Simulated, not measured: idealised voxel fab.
voxel capacitor over wiring: a process module
Square cells of 5 nm make up the cross-section cut, whose width is 235 nm.
We lay out every cross-section as a grid of square cells and spell it out in bands from the top down, where one band means one or more rows of cells. Heights first: top, then bottom, in nm. Then materials, left to right, each with a width in nm. "throughout" on a single material: fills the band edge to edge. "blank": empty space. Heads up on the height convention: 0 is the point under which the incoming wafer is all one material, and the lowest band has no bottom, it just keeps going down, like "z 0 and below". Width spec "30->40" -> top row of cells at first value, bottom row at second value, equal per-row change in between. Where the words "left unchanged" appear for a step, the cross-section shows no cell changed by that step; every cell remained as before. So "Closed internal voids" is basically the list of trapped voids: any empty space of 8 cells or more that can't reach the top through an opening. They're written width x height at distance, the distance being from the left edge, and it's all nm. Past the settings on a step's line: simulator remark, on that step. The line of a step may include "overlay nm". On a step with a mask, this value is how far to the right of its planned place the mask lay. A negative value means the mask lay to the left.

Planned step list for the process
1 RECEIVE (material Si)
2 CONFORMAL_DEP (material SiO2; thk nm 10)
3 CONFORMAL_DEP (material SiCN; thk nm 5)
4 DIRECTIONAL_DEP (material SiO2; thk nm 15)
5 PATTERN (tone open; mask id METAL_1; material resist; width nm 30; pitch nm 100; thk nm 20; overlay nm 0)
6 DIRECTIONAL_ETCH (etch materials SiO2; depth nm 15)
7 DIRECTIONAL_ETCH (etch materials SiCN; depth nm 5)
8 STRIP (etch materials resist)
9 CONFORMAL_DEP (material TiN; thk nm 5)
10 FILL_DEP (material Cu; thk nm 5)
11 CMP (height nm 30)
12 CONFORMAL_DEP (material SiCN; thk nm 5)
13 DIRECTIONAL_DEP (material lowk; thk nm 15)
14 MASKED_ETCH (tone open; mask id PLUG_1; width nm 15; etch materials lowk; depth nm 15; overlay nm 0)
15 MASKED_ETCH (tone open; mask id PLUG_1; width nm 15; etch materials SiCN; depth nm 5; overlay nm 0)
16 EPI (material Ru; thk nm 10)
17 EPI (material Ru; thk nm 10)
18 DIRECTIONAL_DEP (material TiN; thk nm 5)
19 DIRECTIONAL_DEP (material Al2O3; thk nm 5)
20 DIRECTIONAL_DEP (material TiN; thk nm 5)
21 MASKED_ETCH (tone cover; mask id UPPER_PLATE; width nm 75; etch materials TiN; depth nm 5; overlay nm 0)
22 MASKED_ETCH (tone cover; mask id UPPER_PLATE; width nm 75; etch materials Al2O3; depth nm 5; overlay nm 0)
23 PATTERN (tone cover; mask id LOWER_PLATE; material resist; width nm 85; thk nm 15; overlay nm 0)
24 DIRECTIONAL_ETCH (etch materials TiN; depth nm 5)
25 STRIP (etch materials resist)
26 FILL_DEP (material SiO2; thk nm 15)
27 CMP (height nm 75)
28 DIRECTIONAL_DEP (material aC; thk nm 10)
29 PATTERN (tone open; mask id PLUG_2; material resist; width nm 15; thk nm 30; overlay nm 0)
30 DIRECTIONAL_ETCH (etch materials aC; depth nm 10)
31 STRIP (etch materials resist)
32 DIRECTIONAL_ETCH (etch materials SiO2; depth nm 10)
33 STRIP (etch materials aC)
34 CONFORMAL_DEP (material TiN; thk nm 5)
35 FILL_DEP (material Cu; thk nm 10)
36 CMP (height nm 75)
37 CONFORMAL_DEP (material SiCN; thk nm 5)
Wafers differ in width nm at step 29; plan lists the first wafer's value; identical starting state.

Cross-section, first of several wafers, as delivered after step 1
- z 0 and below = Si throughout
- Closed internal voids: none

The rows of the table below are wafers. Looking at the end of the module, a row counts, for every material, the cells the wafer has gained, shown as (+), or lost, shown as (-), since it was received; its closed voids come next
width nm 15; +15 Al2O3; +25 Cu; +12 Ru; +126 SiCN; +381 SiO2; +61 TiN; +132 lowk; Closed internal voids: none
width nm 20; +15 Al2O3; +26 Cu; +12 Ru; +126 SiCN; +379 SiO2; +62 TiN; +132 lowk; Closed internal voids: none
width nm 25; +15 Al2O3; +27 Cu; +12 Ru; +126 SiCN; +377 SiO2; +63 TiN; +132 lowk; Closed internal voids: none
width nm 30; +15 Al2O3; +28 Cu; +12 Ru; +126 SiCN; +375 SiO2; +64 TiN; +132 lowk; Closed internal voids: none
